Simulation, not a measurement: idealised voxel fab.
The document below concerns the process module designated voxel spacer lines.
Shown is cross-section cut, with a width of 280 nm and square cells of size 5 nm.
Each cross-section below is a grid of square cells, stated as bands in top-down order, with one or more rows of cells making up each band.
The entry gives the band's vertical extent as a top height and a bottom height in nm, then its horizontal make-up as materials from left to right, each with a width in nm. "blank" stands for empty space; a single material marked "edge to edge" fills the band edge to edge.
All heights in this document are referenced to 0, defined as the level beneath which the wafer, as received, consists entirely of one material. The lowest band is not bounded below; it extends indefinitely downward and is written in the form "from 0 down".
The expression "30 to 40" gives the width at the extremes of the band, the first number at its top row of cells and the second at its bottom row, with the width changing by equal amounts from each row to the next in between.
Basically "no change" means that step didn't change any cell in the cross-section.
"Sealed internal cavities" lists enclosed empty spaces (at least 8 cells, no open path upward to the top), each as width x height at distance from the left edge, in nm.
The remark found on a step's line after its settings is issued by the simulator itself and pertains to that step.
overlay nm: for a step with a mask, the amount by which the mask lay right of where it was planned; a negative amount means left of it.

Process steps - plan:
step 1: RECEIVE,material Si
step 2: CONFORMAL_DEP,material Al2O3,thk nm 10
step 3: DIRECTIONAL_DEP,material polySi,thk nm 15
step 4: DIRECTIONAL_DEP,material aC,thk nm 20
step 5: PATTERN,tone cover,mask id MANDREL,material resist,width nm 20,pitch nm 60,thk nm 30,overlay nm 0
step 6: DIRECTIONAL_ETCH,etch materials aC,depth nm 20
step 7: STRIP,etch materials resist
step 8: CONFORMAL_DEP,material SiO2,thk nm 10
step 9: DIRECTIONAL_ETCH,etch materials SiO2,depth nm 10
step 10: STRIP,etch materials aC
step 11: DIRECTIONAL_ETCH,etch materials polySi,depth nm 15
step 12: STRIP,etch materials SiO2

Cross-section, incoming material, after step 1:
	from 0 down | Si edge to edge
	Sealed internal cavities: none

Same starting wafer, same plan as above, one mistake in the execution; this is the cross-section at the end of the module:
	from 20 to 5 | blank (90), then polySi (10), then blank (20), then polySi (10), then blank (20), then polySi (10), then blank (20), then polySi (10), then blank (90)
	from 5 to 0 | Al2O3 edge to edge
	from 0 down | Si edge to edge
	Sealed internal cavities: none
what went wrong: step 2 was processed under conditions differing from the plan, specifically as CONFORMAL_DEP,material Al2O3,thk nm 5
